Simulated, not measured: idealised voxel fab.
process module | voxel tone inversion
cross-section cut | 295 nm wide | cells 5 nm
A cross-section is a grid of square cells, given in bands from the top down. A band is one or more rows of cells.
Each band's line starts with the height of the band's top and of its bottom, in nm. Then come its materials from left to right, each with its width in nm. One material with "throughout" fills the band from edge to edge. "air" is empty space.
Height 0 is the level under which the wafer as received is all one material. The lowest band goes on downwards, as in "0 down".
A width such as "30 to 40" changes by the same amount from each row of cells to the next, from the band's top row to its bottom row.
"no change" after a step means that no cell of the cross-section changed.
closed voids: empty space of 8 cells or more with no open way to the top, each as width x height at its distance from the left edge, in nm
after a step's settings: what the simulator itself notes on the step
overlay nm, on a step with a mask: how far to the right of its planned place the mask lay; to the left if negative
plan
1 op RECEIVE | material Si
2 op CONFORMAL_DEP | material SiN | thk nm 5
3 op DIRECTIONAL_DEP | material aC | thk nm 20
4 op PATTERN | tone cover | mask id POSTS | material resist | width nm 25 | pitch nm 50 | thk nm 30 | overlay nm 0
5 op DIRECTIONAL_ETCH | etch materials aC | depth nm 20
6 op STRIP | etch materials resist
7 op FILL_DEP | material SiO2 | thk nm 5
8 op CMP | height nm 25
9 op STRIP | etch materials aC
as received, after step 1
  0 down: Si throughout
  closed voids: none
first wafer at the end, as planned
  25 to 5: SiO2 60 | air 25 | SiO2 25 | air 25 | SiO2 25 | air 25 | SiO2 25 | air 25 | SiO2 60
  5 to 0: SiN throughout
  0 down: Si throughout
  closed voids: none
second wafer at the end: like start, like plan, one mistake
  25 to 5: SiO2 65 | air 20 | SiO2 30 | air 20 | SiO2 30 | air 20 | SiO2 30 | air 20 | SiO2 60
  5 to 0: SiN throughout
  0 down: Si throughout
  closed voids: none
what went wrong: step 4 ran as: op PATTERN | tone cover | mask id POSTS | material resist | width nm 20 | pitch nm 50 | thk nm 30 | overlay nm 0
at the end the second wafer has, in cells: 16 more of SiO2
